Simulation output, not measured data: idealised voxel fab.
The document below concerns the process module designated voxel capacitor over wiring.
The figure presents cross-section cut, which has a width of 220 nm and is divided into square cells with an edge length of 5 nm.
Cross-section, as written here: a square-cell grid given band by band from the top down, where a band holds one or more rows of cells.
The entry gives the band's vertical extent as a top height and a bottom height in nm, then its horizontal make-up as materials from left to right, each with a width in nm. "blank" stands for empty space; a single material marked "throughout" fills the band edge to edge.
Height is counted from the level 0, under which the received wafer is composed throughout of one material. The lowest of the bands is not closed at the bottom but continues downward, in the notation "from 0 down".
A width such as "30->40" changes by the same amount from each row of cells to the next, from the band's top row to its bottom row.
Where a step carries "no modifications", the cross-section came out of it unchanged, cell for cell.
Under "Entrapped voids" you'll find the enclosed gaps, the ones with no way out to the top, that are 8 cells or bigger; each reads width x height at distance, with distance counted from the left edge, everything in nm.
after a step's settings: what the simulator itself notes on the step
"overlay nm" answers the question of how far to the right of plan the mask lay on a step that has a mask, and when it is negative the answer is to the left.
[So here's the lineup of process steps we planned]
1. RECEIVE,material Si
2. CONFORMAL_DEP,material SiO2,thk nm 15
3. DIRECTIONAL_DEP,material TiN,thk nm 5
4. DIRECTIONAL_DEP,material W,thk nm 20
5. DIRECTIONAL_DEP,material aC,thk nm 10
6. PATTERN,tone cover,mask id METAL_1,material resist,width nm 20,pitch nm 70,thk nm 30,overlay nm 0
7. DIRECTIONAL_ETCH,etch materials aC,depth nm 10
8. STRIP,etch materials resist
9. DIRECTIONAL_ETCH,etch materials W,depth nm 20
10. DIRECTIONAL_ETCH,etch materials TiN,depth nm 5
11. STRIP,etch materials aC
12. CONFORMAL_DEP,material SiCN,thk nm 5
13. FILL_DEP,material lowk,thk nm 5
14. CMP,height nm 40
15. CONFORMAL_DEP,material SiCN,thk nm 5
16. DIRECTIONAL_DEP,material lowk,thk nm 20
17. PATTERN,tone open,mask id PLUG_1,material resist,width nm 15,thk nm 20,overlay nm 0
18. DIRECTIONAL_ETCH,etch materials lowk,depth nm 20
19. DIRECTIONAL_ETCH,etch materials SiCN,depth nm 5
20. STRIP,etch materials resist
21. CONFORMAL_DEP,material TiN,thk nm 5
22. FILL_DEP,material Ru,thk nm 5
23. CMP,height nm 65
24. DIRECTIONAL_DEP,material TiN,thk nm 10
25. DIRECTIONAL_DEP,material HfO2,thk nm 5
26. DIRECTIONAL_DEP,material TiN,thk nm 10
27. PATTERN,tone cover,mask id UPPER_PLATE,material resist,width nm 55,thk nm 15,overlay nm 0
28. DIRECTIONAL_ETCH,etch materials TiN,depth nm 10
29. DIRECTIONAL_ETCH,etch materials HfO2,depth nm 5
30. STRIP,etch materials resist
31. PATTERN,tone cover,mask id LOWER_PLATE,material resist,width nm 65,thk nm 15,overlay nm 0
32. DIRECTIONAL_ETCH,etch materials TiN,depth nm 10
33. STRIP,etch materials resist
34. FILL_DEP,material SiO2,thk nm 15
35. CMP,height nm 100
36. DIRECTIONAL_DEP,material aC,thk nm 15
37. PATTERN,tone open,mask id PLUG_2,material resist,width nm 15,thk nm 30,overlay nm 0
38. DIRECTIONAL_ETCH,etch materials aC,depth nm 15
39. STRIP,etch materials resist
40. DIRECTIONAL_ETCH,etch materials SiO2,depth nm 10
41. STRIP,etch materials aC
42. CONFORMAL_DEP,material TiN,thk nm 5
43. FILL_DEP,material Cu,thk nm 10
44. CMP,height nm 100
45. CONFORMAL_DEP,material SiN,thk nm 5
[As received (post step 1): cross-section]
* from 0 down  Si throughout
* Entrapped voids: none
[Cross-sectional result after module completion. Note: starting condition and plan are unchanged from above; one processing mistake was made]
* from 105 to 100  SiN throughout
* from 100 to 95  80 nm SiO2 | 5 nm TiN | 5 nm Cu | 5 nm TiN | 125 nm SiO2
* from 95 to 90  80 nm SiO2 | 15 nm TiN | 125 nm SiO2
* from 90 to 80  70 nm SiO2 | 55 nm TiN | 95 nm SiO2
* from 80 to 75  70 nm SiO2 | 55 nm HfO2 | 95 nm SiO2
* from 75 to 65  Cu throughout
* from 65 to 45  70 nm lowk | 5 nm TiN | 5 nm Ru | 5 nm TiN | 135 nm lowk
* from 45 to 40  70 nm SiCN | 15 nm TiN | 135 nm SiCN
* from 40 to 20  60 nm lowk | 5 nm SiCN | 20 nm W | 5 nm SiCN | 40 nm lowk | 5 nm SiCN | 20 nm W | 5 nm SiCN | 60 nm lowk
* from 20 to 15  65 nm SiCN | 20 nm TiN | 50 nm SiCN | 20 nm TiN | 65 nm SiCN
* from 15 to 0  SiO2 throughout
* from 0 down  Si throughout
* Entrapped voids: none
Deviation from plan: step 24 ran differently from the plan; actual operation with settings: DIRECTIONAL_DEP,material Cu,thk nm 10
